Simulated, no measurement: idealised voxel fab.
process module | voxel self aligned vias
cross-section cut | 285 nm wide | cells 5 nm
A cross-section is a grid of square cells, given in bands from the top down. A band is one or more rows of cells.
Each band's line starts with the height of the band's top and of its bottom, in nm. Then come its materials from left to right, each with its width in nm. One material with "throughout" fills the band from edge to edge. "air" is empty space.
Height 0 is the level under which the wafer as received is all one material. The lowest band goes on downwards, as in "0 down".
A width such as "30 to 40" changes by the same amount from each row of cells to the next, from the band's top row to its bottom row.
"no change" after a step means that no cell of the cross-section changed.
closed voids: empty space of 8 cells or more with no open way to the top, each as width x height at its distance from the left edge, in nm
after a step's settings: what the simulator itself notes on the step
overlay nm, on a step with a mask: how far to the right of its planned place the mask lay; to the left if negative
plan
1 op RECEIVE | material Si
2 op CONFORMAL_DEP | material SiO2 | thk nm 15
3 op CONFORMAL_DEP | material SiCN | thk nm 5
4 op DIRECTIONAL_DEP | material SiO2 | thk nm 25
5 op DIRECTIONAL_DEP | material aC | thk nm 10
6 op PATTERN | tone open | mask id LINES | material resist | width nm 20 | pitch nm 55 | thk nm 30 | overlay nm 0
7 op DIRECTIONAL_ETCH | etch materials aC | depth nm 10
8 op STRIP | etch materials resist
9 op DIRECTIONAL_ETCH | etch materials SiO2 | depth nm 25
10 op STRIP | etch materials aC
11 op CONFORMAL_DEP | material TiN | thk nm 5
12 op FILL_DEP | material Ru | thk nm 5
13 op CMP | height nm 45
14 op SELECTIVE_ETCH | etch materials W Ru TiN | depth nm 10
15 op FILL_DEP | material SiN | thk nm 10
16 op CMP | height nm 45
17 op DIRECTIONAL_DEP | material SiO2 | thk nm 20
18 op PATTERN | tone open | mask id VIAS | material resist | width nm 30 | pitch nm 55 | thk nm 15 | overlay nm 0
19 op DIRECTIONAL_ETCH | etch materials SiO2 | depth nm 20
20 op DIRECTIONAL_ETCH | etch materials SiN | depth nm 10
21 op STRIP | etch materials resist
22 op CONFORMAL_DEP | material TiN | thk nm 5
23 op FILL_DEP | material W | thk nm 10
24 op CMP | height nm 65
25 op CONFORMAL_DEP | material SiN | thk nm 5
first wafer, as planned
as received, after step 1
  0 down: Si throughout
  closed voids: none
after step 2
  15 to 0: SiO2 throughout
  below 0: unchanged
after step 3
  20 to 15: SiCN throughout
  below 15: unchanged
after step 4
  45 to 20: SiO2 throughout
  below 20: unchanged
after step 5
  55 to 45: aC throughout
  below 45: unchanged
after step 6
  85 to 55: resist 75 | air 20 | resist 35 | air 20 | resist 35 | air 20 | resist 80
  below 55: unchanged
after step 7
  75 to 55: resist 75 | air 20 | resist 35 | air 20 | resist 35 | air 20 | resist 80
  55 to 45: aC 75 | air 20 | aC 35 | air 20 | aC 35 | air 20 | aC 80
  below 45: unchanged
after step 8
  55 to 45: aC 75 | air 20 | aC 35 | air 20 | aC 35 | air 20 | aC 80
  below 45: unchanged
after step 9
  55 to 45: aC 75 | air 20 | aC 35 | air 20 | aC 35 | air 20 | aC 80
  45 to 20: SiO2 75 | air 20 | SiO2 35 | air 20 | SiO2 35 | air 20 | SiO2 80
  below 20: unchanged
after step 10
  45 to 20: SiO2 75 | air 20 | SiO2 35 | air 20 | SiO2 35 | air 20 | SiO2 80
  below 20: unchanged
after step 11
  50 to 45: TiN 80 | air 10 | TiN 45 | air 10 | TiN 45 | air 10 | TiN 85
  45 to 25: SiO2 75 | TiN 5 | air 10 | TiN 5 | SiO2 35 | TiN 5 | air 10 | TiN 5 | SiO2 35 | TiN 5 | air 10 | TiN 5 | SiO2 80
  25 to 20: SiO2 75 | TiN 20 | SiO2 35 | TiN 20 | SiO2 35 | TiN 20 | SiO2 80
  below 20: unchanged
after step 12
  55 to 50: Ru throughout
  50 to 45: TiN 80 | Ru 10 | TiN 45 | Ru 10 | TiN 45 | Ru 10 | TiN 85
  45 to 25: SiO2 75 | TiN 5 | Ru 10 | TiN 5 | SiO2 35 | TiN 5 | Ru 10 | TiN 5 | SiO2 35 | TiN 5 | Ru 10 | TiN 5 | SiO2 80
  below 25: unchanged
after step 13
  45 to 25: SiO2 75 | TiN 5 | Ru 10 | TiN 5 | SiO2 35 | TiN 5 | Ru 10 | TiN 5 | SiO2 35 | TiN 5 | Ru 10 | TiN 5 | SiO2 80
  below 25: unchanged
after step 14
  45 to 35: SiO2 75 | air 20 | SiO2 35 | air 20 | SiO2 35 | air 20 | SiO2 80
  below 35: unchanged
after step 15
  55 to 45: SiN throughout
  45 to 35: SiO2 75 | SiN 20 | SiO2 35 | SiN 20 | SiO2 35 | SiN 20 | SiO2 80
  below 35: unchanged
after step 16
  45 to 35: SiO2 75 | SiN 20 | SiO2 35 | SiN 20 | SiO2 35 | SiN 20 | SiO2 80
  below 35: unchanged
after step 17
  65 to 45: SiO2 throughout
  below 45: unchanged
after step 18
  80 to 65: resist 70 | air 30 | resist 25 | air 30 | resist 25 | air 30 | resist 75
  below 65: unchanged
after step 19
  80 to 65: resist 70 | air 30 | resist 25 | air 30 | resist 25 | air 30 | resist 75
  65 to 45: SiO2 70 | air 30 | SiO2 25 | air 30 | SiO2 25 | air 30 | SiO2 75
  below 45: unchanged
after step 20
  80 to 65: resist 70 | air 30 | resist 25 | air 30 | resist 25 | air 30 | resist 75
  65 to 45: SiO2 70 | air 30 | SiO2 25 | air 30 | SiO2 25 | air 30 | SiO2 75
  45 to 35: SiO2 75 | air 20 | SiO2 35 | air 20 | SiO2 35 | air 20 | SiO2 80
  below 35: unchanged
after step 21
  65 to 45: SiO2 70 | air 30 | SiO2 25 | air 30 | SiO2 25 | air 30 | SiO2 75
  below 45: unchanged
after step 22
  70 to 65: TiN 75 | air 20 | TiN 35 | air 20 | TiN 35 | air 20 | TiN 80
  65 to 50: SiO2 70 | TiN 5 | air 20 | TiN 5 | SiO2 25 | TiN 5 | air 20 | TiN 5 | SiO2 25 | TiN 5 | air 20 | TiN 5 | SiO2 75
  50 to 40: SiO2 70 to 75 | TiN 10 to 5 | air 10 | TiN 10 to 5 | SiO2 25 to 35 | TiN 10 to 5 | air 10 | TiN 10 to 5 | SiO2 25 to 35 | TiN 10 to 5 | air 10 | TiN 10 to 5 | SiO2 75 to 80
  40 to 35: SiO2 75 | TiN 20 | SiO2 35 | TiN 20 | SiO2 35 | TiN 20 | SiO2 80
  below 35: unchanged
after step 23
  80 to 70: W throughout
  70 to 65: TiN 75 | W 20 | TiN 35 | W 20 | TiN 35 | W 20 | TiN 80
  65 to 50: SiO2 70 | TiN 5 | W 20 | TiN 5 | SiO2 25 | TiN 5 | W 20 | TiN 5 | SiO2 25 | TiN 5 | W 20 | TiN 5 | SiO2 75
  50 to 40: SiO2 70 to 75 | TiN 10 to 5 | W 10 | TiN 10 to 5 | SiO2 25 to 35 | TiN 10 to 5 | W 10 | TiN 10 to 5 | SiO2 25 to 35 | TiN 10 to 5 | W 10 | TiN 10 to 5 | SiO2 75 to 80
  below 40: unchanged
after step 24
  65 to 50: SiO2 70 | TiN 5 | W 20 | TiN 5 | SiO2 25 | TiN 5 | W 20 | TiN 5 | SiO2 25 | TiN 5 | W 20 | TiN 5 | SiO2 75
  below 50: unchanged
after step 25
  70 to 65: SiN throughout
  below 65: unchanged
second wafer: like start, like plan, one mistake. Through step 1 it matches the first wafer
when step 2 should have ended
  5 to 0: SiCN throughout
  below 0: unchanged
when step 3 should have ended
  20 to 5: SiO2 throughout
  below 5: unchanged
when step 4 should have ended
  45 to 5: SiO2 throughout
  below 5: unchanged
when step 5 should have ended
  55 to 45: aC throughout
  below 45: unchanged
when step 6 should have ended
  85 to 55: resist 75 | air 20 | resist 35 | air 20 | resist 35 | air 20 | resist 80
  below 55: unchanged
when step 7 should have ended
  75 to 55: resist 75 | air 20 | resist 35 | air 20 | resist 35 | air 20 | resist 80
  55 to 45: aC 75 | air 20 | aC 35 | air 20 | aC 35 | air 20 | aC 80
  below 45: unchanged
when step 8 should have ended
  55 to 45: aC 75 | air 20 | aC 35 | air 20 | aC 35 | air 20 | aC 80
  below 45: unchanged
when step 9 should have ended
  55 to 45: aC 75 | air 20 | aC 35 | air 20 | aC 35 | air 20 | aC 80
  45 to 20: SiO2 75 | air 20 | SiO2 35 | air 20 | SiO2 35 | air 20 | SiO2 80
  below 20: unchanged
when step 10 should have ended
  45 to 20: SiO2 75 | air 20 | SiO2 35 | air 20 | SiO2 35 | air 20 | SiO2 80
  below 20: unchanged
when step 11 should have ended
  50 to 45: TiN 80 | air 10 | TiN 45 | air 10 | TiN 45 | air 10 | TiN 85
  45 to 25: SiO2 75 | TiN 5 | air 10 | TiN 5 | SiO2 35 | TiN 5 | air 10 | TiN 5 | SiO2 35 | TiN 5 | air 10 | TiN 5 | SiO2 80
  25 to 20: SiO2 75 | TiN 20 | SiO2 35 | TiN 20 | SiO2 35 | TiN 20 | SiO2 80
  below 20: unchanged
when step 12 should have ended
  55 to 50: Ru throughout
  50 to 45: TiN 80 | Ru 10 | TiN 45 | Ru 10 | TiN 45 | Ru 10 | TiN 85
  45 to 25: SiO2 75 | TiN 5 | Ru 10 | TiN 5 | SiO2 35 | TiN 5 | Ru 10 | TiN 5 | SiO2 35 | TiN 5 | Ru 10 | TiN 5 | SiO2 80
  below 25: unchanged
when step 13 should have ended
  45 to 25: SiO2 75 | TiN 5 | Ru 10 | TiN 5 | SiO2 35 | TiN 5 | Ru 10 | TiN 5 | SiO2 35 | TiN 5 | Ru 10 | TiN 5 | SiO2 80
  below 25: unchanged
when step 14 should have ended
  45 to 35: SiO2 75 | air 20 | SiO2 35 | air 20 | SiO2 35 | air 20 | SiO2 80
  below 35: unchanged
when step 15 should have ended
  55 to 45: SiN throughout
  45 to 35: SiO2 75 | SiN 20 | SiO2 35 | SiN 20 | SiO2 35 | SiN 20 | SiO2 80
  below 35: unchanged
when step 16 should have ended
  45 to 35: SiO2 75 | SiN 20 | SiO2 35 | SiN 20 | SiO2 35 | SiN 20 | SiO2 80
  below 35: unchanged
when step 17 should have ended
  65 to 45: SiO2 throughout
  below 45: unchanged
when step 18 should have ended
  80 to 65: resist 70 | air 30 | resist 25 | air 30 | resist 25 | air 30 | resist 75
  below 65: unchanged
when step 19 should have ended
  80 to 65: resist 70 | air 30 | resist 25 | air 30 | resist 25 | air 30 | resist 75
  65 to 45: SiO2 70 | air 30 | SiO2 25 | air 30 | SiO2 25 | air 30 | SiO2 75
  below 45: unchanged
when step 20 should have ended
  80 to 65: resist 70 | air 30 | resist 25 | air 30 | resist 25 | air 30 | resist 75
  65 to 45: SiO2 70 | air 30 | SiO2 25 | air 30 | SiO2 25 | air 30 | SiO2 75
  45 to 35: SiO2 75 | air 20 | SiO2 35 | air 20 | SiO2 35 | air 20 | SiO2 80
  below 35: unchanged
when step 21 should have ended
  65 to 45: SiO2 70 | air 30 | SiO2 25 | air 30 | SiO2 25 | air 30 | SiO2 75
  below 45: unchanged
when step 22 should have ended
  70 to 65: TiN 75 | air 20 | TiN 35 | air 20 | TiN 35 | air 20 | TiN 80
  65 to 50: SiO2 70 | TiN 5 | air 20 | TiN 5 | SiO2 25 | TiN 5 | air 20 | TiN 5 | SiO2 25 | TiN 5 | air 20 | TiN 5 | SiO2 75
  50 to 40: SiO2 70 to 75 | TiN 10 to 5 | air 10 | TiN 10 to 5 | SiO2 25 to 35 | TiN 10 to 5 | air 10 | TiN 10 to 5 | SiO2 25 to 35 | TiN 10 to 5 | air 10 | TiN 10 to 5 | SiO2 75 to 80
  40 to 35: SiO2 75 | TiN 20 | SiO2 35 | TiN 20 | SiO2 35 | TiN 20 | SiO2 80
  below 35: unchanged
when step 23 should have ended
  80 to 70: W throughout
  70 to 65: TiN 75 | W 20 | TiN 35 | W 20 | TiN 35 | W 20 | TiN 80
  65 to 50: SiO2 70 | TiN 5 | W 20 | TiN 5 | SiO2 25 | TiN 5 | W 20 | TiN 5 | SiO2 25 | TiN 5 | W 20 | TiN 5 | SiO2 75
  50 to 40: SiO2 70 to 75 | TiN 10 to 5 | W 10 | TiN 10 to 5 | SiO2 25 to 35 | TiN 10 to 5 | W 10 | TiN 10 to 5 | SiO2 25 to 35 | TiN 10 to 5 | W 10 | TiN 10 to 5 | SiO2 75 to 80
  below 40: unchanged
when step 24 should have ended
  65 to 50: SiO2 70 | TiN 5 | W 20 | TiN 5 | SiO2 25 | TiN 5 | W 20 | TiN 5 | SiO2 25 | TiN 5 | W 20 | TiN 5 | SiO2 75
  below 50: unchanged
when step 25 should have ended
  70 to 65: SiN throughout
  below 65: unchanged
what went wrong: steps 2 and 3 were swapped
at the end the second wafer has, in cells: as many of each material as the first, in other places
